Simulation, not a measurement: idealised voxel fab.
Process module heading - voxel gate over fins
The cross-section shown here is cut; it is 235 nm wide and divided into square cells measuring 5 nm on a side.
In this document a cross-section is written as a grid of square cells. It is given as a series of bands, listed from the top down, and a band is one or more rows of cells.
A band entry consists of two parts. The first gives the height of the band's top and the height of its bottom, in nm. The rest lists the band's materials from left to right, each with its width in nm. A single material labelled with the word "everywhere" fills the band from edge to edge, and the word "empty" marks empty space.
All heights in this document are referenced to 0, defined as the level beneath which the wafer, as received, consists entirely of one material. The lowest band is not bounded below; it extends indefinitely downward and is written in the form "z 0 and below".
When a width is written as two numbers, as in "30 to 40", the first number is the width in the top row of cells of the band and the second is the width in its bottom row, and the width changes by the same amount from each row to the next.
"remained unchanged" means the step left every cell of the cross-section as it was.
Reported under the label "Enclosed cavities" are the empty spaces having no open way to the top and comprising 8 cells or more; the notation for each is width x height at distance, in which the distance is measured from the left edge and all three values are in nm.
Step line, after settings: the simulator's comment on this step.
On any step carrying a mask, the "overlay nm" setting, if present on the step's line, tells how far right of its planned place the mask lay; negative values point to the left.

## plan
step 1: RECEIVE, material Si
step 2: CONFORMAL_DEP, material SiN, thk nm 10
step 3: DIRECTIONAL_DEP, material aC, thk nm 15
step 4: PATTERN, tone cover, mask id FINS, material resist, width nm 15, pitch nm 40, thk nm 35, overlay nm 0
step 5: DIRECTIONAL_ETCH, etch materials aC, depth nm 15
step 6: STRIP, etch materials resist
step 7: DIRECTIONAL_ETCH, etch materials SiN, depth nm 10
step 8: DIRECTIONAL_ETCH, etch materials Si, depth nm 40
step 9: STRIP, etch materials aC
step 10: FILL_DEP, material SiO2, thk nm 5
step 11: CMP, height nm 10
step 12: SELECTIVE_ETCH, etch materials SiO2, depth nm 25
step 13: STRIP, etch materials SiN
step 14: CONFORMAL_DEP, material HfO2, thk nm 5
step 15: CONFORMAL_DEP, material TiN, thk nm 5
step 16: CONFORMAL_DEP, material TiAl, thk nm 5
step 17: CONFORMAL_DEP, material TiN, thk nm 5
step 18: FILL_DEP, material W, thk nm 10
step 19: CMP, height nm 25
step 20: CONFORMAL_DEP, material SiN, thk nm 10

## As-received wafer cross-section (after step 1)
* z 0 and below = Si everywhere
* Enclosed cavities: none

## Look at the cross-section after the module: the wafer started out the way shown above and the plan was the one shown above, yet one mistake was made along the way
* z 35 to 25 = SiN everywhere
* z 25 to 15 = W everywhere
* z 15 to 10 = 75 W / 85 TiN / 75 W
* z 10 to 5 = 75 W / 5 TiN / 35 TiAl / 5 TiN / 35 TiAl / 5 TiN / 75 W
* z 5 to 0 = 75 W / 5 TiN / 5 TiAl / 25 HfO2 / 5 TiAl / 5 TiN / 5 TiAl / 25 HfO2 / 5 TiAl / 5 TiN / 75 W
* z 0 to -5 = 80 TiN / 5 TiAl / 5 HfO2 / 15 Si / 5 HfO2 / 5 TiAl / 5 TiN / 5 TiAl / 5 HfO2 / 15 Si / 5 HfO2 / 5 TiAl / 80 TiN
* z -5 to -10 = 85 TiAl / 5 HfO2 / 15 Si / 5 HfO2 / 15 TiAl / 5 HfO2 / 15 Si / 5 HfO2 / 85 TiAl
* z -10 to -15 = 90 HfO2 / 15 Si / 25 HfO2 / 15 Si / 90 HfO2
* z -15 to -40 = 90 SiO2 / 15 Si / 25 SiO2 / 15 Si / 90 SiO2
* z -40 and below = Si everywhere
* Enclosed cavities: none
In executing the process, a mistake was made relative to the plan: plan step 15 was not performed, having been skipped
